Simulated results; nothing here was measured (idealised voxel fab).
You're looking at the process module voxel self aligned contacts.
In the cross-section labelled cut, the width is 230 nm and each square cell is 5 nm.
Cross-section = grid of square cells, listed top down in bands; band = one or more rows.
For a band, the entry starts with two heights in nm, that of the top and then that of the bottom, and carries on with the band's materials in order from left to right, each alongside its width in nm; the word "full width" beside a single material means it fills the band edge to edge, and "empty" means empty space.
Ref level 0: as-received wafer is one material below here. Bottom band extends down with no lower bound ("0..down").
Top row gets the first number, bottom row gets the second, and each row in between changes by the same step: that is how a band width like "30->40" works.
Where a step carries "everything unchanged", the cross-section came out of it unchanged, cell for cell.
Closed empty spaces (no open way to the top) of 8 cells or more are what "Unvented internal voids" lists, each as width x height at distance from the left edge, nm for all three.
Note: text after step settings on the step line = simulator remark on that step.
On any step carrying a mask, the "overlay nm" setting, if present on the step's line, tells how far right of its planned place the mask lay; negative values point to the left.
[Process steps - plan]
1) RECEIVE (material Si)
2) OXIDIZE (depth nm 5)
3) DIRECTIONAL_DEP (material polySi; thk nm 30)
4) DIRECTIONAL_DEP (material SiN; thk nm 20)
5) DIRECTIONAL_DEP (material aC; thk nm 15)
6) PATTERN (tone cover; mask id GATE; material resist; width nm 25; pitch nm 50; thk nm 30; overlay nm 0)
7) DIRECTIONAL_ETCH (etch materials aC; depth nm 15)
8) STRIP (etch materials resist)
9) DIRECTIONAL_ETCH (etch materials SiN; depth nm 20)
10) DIRECTIONAL_ETCH (etch materials polySi; depth nm 30)
11) STRIP (etch materials aC)
12) CONFORMAL_DEP (material SiN; thk nm 5)
13) DIRECTIONAL_ETCH (etch materials SiN; depth nm 5)
14) FILL_DEP (material SiO2; thk nm 20)
15) CMP (height nm 60)
16) PATTERN (tone open; mask id CONTACT; material resist; width nm 35; thk nm 15; overlay nm 0)
17) DIRECTIONAL_ETCH (etch materials SiO2; depth nm 65)
18) STRIP (etch materials resist)
19) CONFORMAL_DEP (material TiN; thk nm 5)
20) FILL_DEP (material Ru; thk nm 5)
21) CMP (height nm 60)
22) CONFORMAL_DEP (material SiCN; thk nm 5)
[On the first of the two wafers: run conducted according to plan]
[So this is the incoming wafer in cross-section - it's already been through step 1]
    0..down: Si full width
    Unvented internal voids: none
[The wafer, seen in cross-section, after step 2]
    0..-5: SiO2 full width
    Nothing below the height -5 has changed.
[The wafer, seen in cross-section, after step 3]
    30..0: polySi full width
    Nothing below the height 0 has changed.
[The wafer, seen in cross-section, after step 4]
    50..30: SiN full width
    Nothing below the height 30 has changed.
[The wafer, seen in cross-section, after step 5]
    65..50: aC full width
    Nothing below the height 50 has changed.
[The wafer, seen in cross-section, after step 6]
    95..65: 75 empty; 25 resist; 25 empty; 25 resist; 80 empty
    Nothing below the height 65 has changed.
[The wafer, seen in cross-section, after step 7]
    80..65: 75 empty; 25 resist; 25 empty; 25 resist; 80 empty
    65..50: 75 empty; 25 aC; 25 empty; 25 aC; 80 empty
    Nothing below the height 50 has changed.
[The wafer, seen in cross-section, after step 8]
    65..50: 75 empty; 25 aC; 25 empty; 25 aC; 80 empty
    Nothing below the height 50 has changed.
[The wafer, seen in cross-section, after step 9]
    65..50: 75 empty; 25 aC; 25 empty; 25 aC; 80 empty
    50..30: 75 empty; 25 SiN; 25 empty; 25 SiN; 80 empty
    Nothing below the height 30 has changed.
[The wafer, seen in cross-section, after step 10]
    65..50: 75 empty; 25 aC; 25 empty; 25 aC; 80 empty
    50..30: 75 empty; 25 SiN; 25 empty; 25 SiN; 80 empty
    30..0: 75 empty; 25 polySi; 25 empty; 25 polySi; 80 empty
    Nothing below the height 0 has changed.
[The wafer, seen in cross-section, after step 11]
    50..30: 75 empty; 25 SiN; 25 empty; 25 SiN; 80 empty
    Nothing below the height 30 has changed.
[The wafer, seen in cross-section, after step 12]
    55..30: 70 empty; 35 SiN; 15 empty; 35 SiN; 75 empty
    30..5: 70 empty; 5 SiN; 25 polySi; 5 SiN; 15 empty; 5 SiN; 25 polySi; 5 SiN; 75 empty
    5..0: 75 SiN; 25 polySi; 25 SiN; 25 polySi; 80 SiN
    Nothing below the height 0 has changed.
[The wafer, seen in cross-section, after step 13]
    50..30: 70 empty; 35 SiN; 15 empty; 35 SiN; 75 empty
    30..0: 70 empty; 5 SiN; 25 polySi; 5 SiN; 15 empty; 5 SiN; 25 polySi; 5 SiN; 75 empty
    Nothing below the height 0 has changed.
[The wafer, seen in cross-section, after step 14]
    70..50: SiO2 full width
    50..30: 70 SiO2; 35 SiN; 15 SiO2; 35 SiN; 75 SiO2
    30..0: 70 SiO2; 5 SiN; 25 polySi; 5 SiN; 15 SiO2; 5 SiN; 25 polySi; 5 SiN; 75 SiO2
    Nothing below the height 0 has changed.
[The wafer, seen in cross-section, after step 15]
    60..50: SiO2 full width
    Nothing below the height 50 has changed.
[The wafer, seen in cross-section, after step 16]
    75..60: 95 resist; 35 empty; 100 resist
    Nothing below the height 60 has changed.
[The wafer, seen in cross-section, after step 17]
    75..60: 95 resist; 35 empty; 100 resist
    60..50: 95 SiO2; 35 empty; 100 SiO2
    50..30: 70 SiO2; 35 SiN; 15 empty; 35 SiN; 75 SiO2
    30..0: 70 SiO2; 5 SiN; 25 polySi; 5 SiN; 15 empty; 5 SiN; 25 polySi; 5 SiN; 75 SiO2
    0..-5: 105 SiO2; 15 empty; 110 SiO2
    Nothing below the height -5 has changed.
[The wafer, seen in cross-section, after step 18]
    60..50: 95 SiO2; 35 empty; 100 SiO2
    Nothing below the height 50 has changed.
[The wafer, seen in cross-section, after step 19]
    65..60: 100 TiN; 25 empty; 105 TiN
    60..50: 95 SiO2; 5->15 TiN; 25->5 empty; 5->15 TiN; 100 SiO2
    50..30: 70 SiO2; 35 SiN; 5 TiN; 5 empty; 5 TiN; 35 SiN; 75 SiO2
    30..0: 70 SiO2; 5 SiN; 25 polySi; 5 SiN; 5 TiN; 5 empty; 5 TiN; 5 SiN; 25 polySi; 5 SiN; 75 SiO2
    0..-5: 105 SiO2; 15 TiN; 110 SiO2
    Nothing below the height -5 has changed.
[The wafer, seen in cross-section, after step 20]
    70..65: Ru full width
    65..60: 100 TiN; 25 Ru; 105 TiN
    60..50: 95 SiO2; 5->15 TiN; 25->5 Ru; 5->15 TiN; 100 SiO2
    50..30: 70 SiO2; 35 SiN; 5 TiN; 5 Ru; 5 TiN; 35 SiN; 75 SiO2
    30..0: 70 SiO2; 5 SiN; 25 polySi; 5 SiN; 5 TiN; 5 Ru; 5 TiN; 5 SiN; 25 polySi; 5 SiN; 75 SiO2
    Nothing below the height 0 has changed.
[The wafer, seen in cross-section, after step 21]
    60..50: 95 SiO2; 5->15 TiN; 25->5 Ru; 5->15 TiN; 100 SiO2
    Nothing below the height 50 has changed.
[The wafer, seen in cross-section, after step 22]
    65..60: SiCN full width
    Nothing below the height 60 has changed.
[Wafer two. Identical start, identical plan. One mistake in execution. Identical history through step 3]
[Second wafer, section view, time point: scheduled end of step 4]
    70..30: SiN full width
    Nothing below the height 30 has changed.
[Second wafer, section view, time point: scheduled end of step 5]
    85..70: aC full width
    Nothing below the height 70 has changed.
[Second wafer, section view, time point: scheduled end of step 6]
    115..85: 75 empty; 25 resist; 25 empty; 25 resist; 80 empty
    Nothing below the height 85 has changed.
[Second wafer, section view, time point: scheduled end of step 7]
    100..85: 75 empty; 25 resist; 25 empty; 25 resist; 80 empty
    85..70: 75 empty; 25 aC; 25 empty; 25 aC; 80 empty
    Nothing below the height 70 has changed.
[Second wafer, section view, time point: scheduled end of step 8]
    85..70: 75 empty; 25 aC; 25 empty; 25 aC; 80 empty
    Nothing below the height 70 has changed.
[Second wafer, section view, time point: scheduled end of step 9]
    85..70: 75 empty; 25 aC; 25 empty; 25 aC; 80 empty
    70..50: 75 empty; 25 SiN; 25 empty; 25 SiN; 80 empty
    Nothing below the height 50 has changed.
Second wafer, section view, time point: scheduled end of step 10: everything unchanged
[Second wafer, section view, time point: scheduled end of step 11]
    70..50: 75 empty; 25 SiN; 25 empty; 25 SiN; 80 empty
    Nothing below the height 50 has changed.
[Second wafer, section view, time point: scheduled end of step 12]
    75..55: 70 empty; 35 SiN; 15 empty; 35 SiN; 75 empty
    55..30: SiN full width
    Nothing below the height 30 has changed.
[Second wafer, section view, time point: scheduled end of step 13]
    70..50: 70 empty; 35 SiN; 15 empty; 35 SiN; 75 empty
    Nothing below the height 50 has changed.
[Second wafer, section view, time point: scheduled end of step 14]
    90..70: SiO2 full width
    70..50: 70 SiO2; 35 SiN; 15 SiO2; 35 SiN; 75 SiO2
    Nothing below the height 50 has changed.
[Second wafer, section view, time point: scheduled end of step 15]
    60..50: 70 SiO2; 35 SiN; 15 SiO2; 35 SiN; 75 SiO2
    Nothing below the height 50 has changed.
[Second wafer, section view, time point: scheduled end of step 16]
    75..60: 95 resist; 35 empty; 100 resist
    Nothing below the height 60 has changed.
[Second wafer, section view, time point: scheduled end of step 17]
    75..60: 95 resist; 35 empty; 100 resist
    60..50: 70 SiO2; 35 SiN; 15 empty; 35 SiN; 75 SiO2
    Nothing below the height 50 has changed.
[Second wafer, section view, time point: scheduled end of step 18]
    60..50: 70 SiO2; 35 SiN; 15 empty; 35 SiN; 75 SiO2
    Nothing below the height 50 has changed.
[Second wafer, section view, time point: scheduled end of step 19]
    65..60: 110 TiN; 5 empty; 115 TiN
    60..55: 70 SiO2; 35 SiN; 5 TiN; 5 empty; 5 TiN; 35 SiN; 75 SiO2
    55..50: 70 SiO2; 35 SiN; 15 TiN; 35 SiN; 75 SiO2
    Nothing below the height 50 has changed.
[Second wafer, section view, time point: scheduled end of step 20]
    70..65: Ru full width
    65..60: 110 TiN; 5 Ru; 115 TiN
    60..55: 70 SiO2; 35 SiN; 5 TiN; 5 Ru; 5 TiN; 35 SiN; 75 SiO2
    Nothing below the height 55 has changed.
[Second wafer, section view, time point: scheduled end of step 21]
    60..55: 70 SiO2; 35 SiN; 5 TiN; 5 Ru; 5 TiN; 35 SiN; 75 SiO2
    Nothing below the height 55 has changed.
[Second wafer, section view, time point: scheduled end of step 22]
    65..60: SiCN full width
    Nothing below the height 60 has changed.
Deviation from plan: the plan's step 4 ran twice
It is noted that, at the conclusion of processing, the second wafer exhibits a higher or lower cell count for certain materials relative to the first: Ru -15; SiN +132; SiO2 -307; TiN -26; polySi +216
